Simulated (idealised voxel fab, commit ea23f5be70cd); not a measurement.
process module | voxel self aligned vias
cross-section cut | 140 nm wide | cells 5 nm
A cross-section is a grid of square cells, given in bands from the top down. A band is one or more rows of cells.
Each band's line starts with the height of the band's top and of its bottom, in nm. Then come its materials from left to right, each with its width in nm. One material with "throughout" fills the band from edge to edge. "air" is empty space.
Height 0 is the level under which the wafer as received is all one material. The lowest band goes on downwards, as in "0 down".
A width such as "30 to 40" changes by the same amount from each row of cells to the next, from the band's top row to its bottom row.
"no change" after a step means that no cell of the cross-section changed.
closed voids: empty space of 8 cells or more with no open way to the top, each as width x height at its distance from the left edge, in nm
after a step's settings: what the simulator itself notes on the step
overlay nm, on a step with a mask: how far to the right of its planned place the mask lay; to the left if negative
plan
1 op RECEIVE | material Si
2 op CONFORMAL_DEP | material SiO2 | thk nm 10
3 op CONFORMAL_DEP | material SiCN | thk nm 5
4 op DIRECTIONAL_DEP | material lowk | thk nm 20
5 op MASKED_ETCH | tone open | mask id LINES | width nm 30 | pitch nm 70 | etch materials lowk | depth nm 20 | overlay nm 0
6 op CONFORMAL_DEP | material TiN | thk nm 5
7 op FILL_DEP | material Ru | thk nm 5
8 op CMP | height nm 35
9 op SELECTIVE_ETCH | etch materials W Ru TiN | depth nm 5
10 op FILL_DEP | material SiN | thk nm 10
11 op CMP | height nm 35
12 op DIRECTIONAL_DEP | material lowk | thk nm 20
13 op PATTERN | tone open | mask id VIAS | material resist | width nm 40 | thk nm 20 | overlay nm 0
14 op DIRECTIONAL_ETCH | etch materials lowk | depth nm 20
15 op DIRECTIONAL_ETCH | etch materials SiN | depth nm 5
16 op STRIP | etch materials resist
17 op CONFORMAL_DEP | material TiN | thk nm 5
18 op FILL_DEP | material Cu | thk nm 10
19 op CMP | height nm 55
20 op CONFORMAL_DEP | material SiCN | thk nm 5
first wafer, as planned
as received, after step 1
  0 down: Si throughout
  closed voids: none
after step 2
  10 to 0: SiO2 throughout
  below 0: unchanged
after step 3
  15 to 10: SiCN throughout
  below 10: unchanged
after step 4
  35 to 15: lowk throughout
  below 15: unchanged
after step 5
  35 to 15: lowk 20 | air 30 | lowk 40 | air 30 | lowk 20
  below 15: unchanged
after step 6
  40 to 35: TiN 25 | air 20 | TiN 50 | air 20 | TiN 25
  35 to 20: lowk 20 | TiN 5 | air 20 | TiN 5 | lowk 40 | TiN 5 | air 20 | TiN 5 | lowk 20
  20 to 15: lowk 20 | TiN 30 | lowk 40 | TiN 30 | lowk 20
  below 15: unchanged
after step 7
  45 to 40: Ru throughout
  40 to 35: TiN 25 | Ru 20 | TiN 50 | Ru 20 | TiN 25
  35 to 20: lowk 20 | TiN 5 | Ru 20 | TiN 5 | lowk 40 | TiN 5 | Ru 20 | TiN 5 | lowk 20
  below 20: unchanged
after step 8
  35 to 20: lowk 20 | TiN 5 | Ru 20 | TiN 5 | lowk 40 | TiN 5 | Ru 20 | TiN 5 | lowk 20
  below 20: unchanged
after step 9
  35 to 30: lowk 20 | air 30 | lowk 40 | air 30 | lowk 20
  below 30: unchanged
after step 10
  45 to 35: SiN throughout
  35 to 30: lowk 20 | SiN 30 | lowk 40 | SiN 30 | lowk 20
  below 30: unchanged
after step 11
  35 to 30: lowk 20 | SiN 30 | lowk 40 | SiN 30 | lowk 20
  below 30: unchanged
after step 12
  55 to 35: lowk throughout
  below 35: unchanged
after step 13
  75 to 55: resist 15 | air 40 | resist 85
  below 55: unchanged
after step 14
  75 to 55: resist 15 | air 40 | resist 85
  55 to 35: lowk 15 | air 40 | lowk 85
  below 35: unchanged
after step 15
  75 to 55: resist 15 | air 40 | resist 85
  55 to 35: lowk 15 | air 40 | lowk 85
  35 to 30: lowk 20 | air 30 | lowk 40 | SiN 30 | lowk 20
  below 30: unchanged
after step 16
  55 to 35: lowk 15 | air 40 | lowk 85
  below 35: unchanged
after step 17
  60 to 55: TiN 20 | air 30 | TiN 90
  55 to 40: lowk 15 | TiN 5 | air 30 | TiN 5 | lowk 85
  40 to 35: lowk 15 | TiN 10 | air 20 | TiN 10 | lowk 85
  35 to 30: lowk 20 | TiN 30 | lowk 40 | SiN 30 | lowk 20
  below 30: unchanged
after step 18
  70 to 60: Cu throughout
  60 to 55: TiN 20 | Cu 30 | TiN 90
  55 to 40: lowk 15 | TiN 5 | Cu 30 | TiN 5 | lowk 85
  40 to 35: lowk 15 | TiN 10 | Cu 20 | TiN 10 | lowk 85
  below 35: unchanged
after step 19
  55 to 40: lowk 15 | TiN 5 | Cu 30 | TiN 5 | lowk 85
  below 40: unchanged
after step 20
  60 to 55: SiCN throughout
  below 55: unchanged
second wafer: like start, like plan, one mistake. Through step 12 it matches the first wafer
when step 13 should have ended
  75 to 55: air 15 | resist 40 | air 85
  below 55: unchanged
when step 14 should have ended
  75 to 55: air 15 | resist 40 | air 85
  55 to 35: air 15 | lowk 40 | air 85
  below 35: unchanged
when step 15 should have ended
  75 to 55: air 15 | resist 40 | air 85
  55 to 35: air 15 | lowk 40 | air 85
  35 to 30: lowk 20 | SiN 30 | lowk 40 | air 30 | lowk 20
  below 30: unchanged
when step 16 should have ended
  55 to 35: air 15 | lowk 40 | air 85
  below 35: unchanged
when step 17 should have ended
  60 to 55: air 10 | TiN 50 | air 80
  55 to 40: air 10 | TiN 5 | lowk 40 | TiN 5 | air 80
  40 to 35: TiN 15 | lowk 40 | TiN 40 | air 20 | TiN 25
  35 to 30: lowk 20 | SiN 30 | lowk 40 | TiN 30 | lowk 20
  below 30: unchanged
when step 18 should have ended
  70 to 60: Cu throughout
  60 to 55: Cu 10 | TiN 50 | Cu 80
  55 to 40: Cu 10 | TiN 5 | lowk 40 | TiN 5 | Cu 80
  40 to 35: TiN 15 | lowk 40 | TiN 40 | Cu 20 | TiN 25
  below 35: unchanged
when step 19 should have ended
  55 to 40: Cu 10 | TiN 5 | lowk 40 | TiN 5 | Cu 80
  below 40: unchanged
when step 20 should have ended
  60 to 55: SiCN throughout
  below 55: unchanged
what went wrong: step 13 ran as: op PATTERN | tone cover | mask id VIAS | material resist | width nm 40 | thk nm 20 | overlay nm 0
at the end the second wafer has, in cells: 36 more of Cu | 12 more of TiN | 48 fewer of lowk
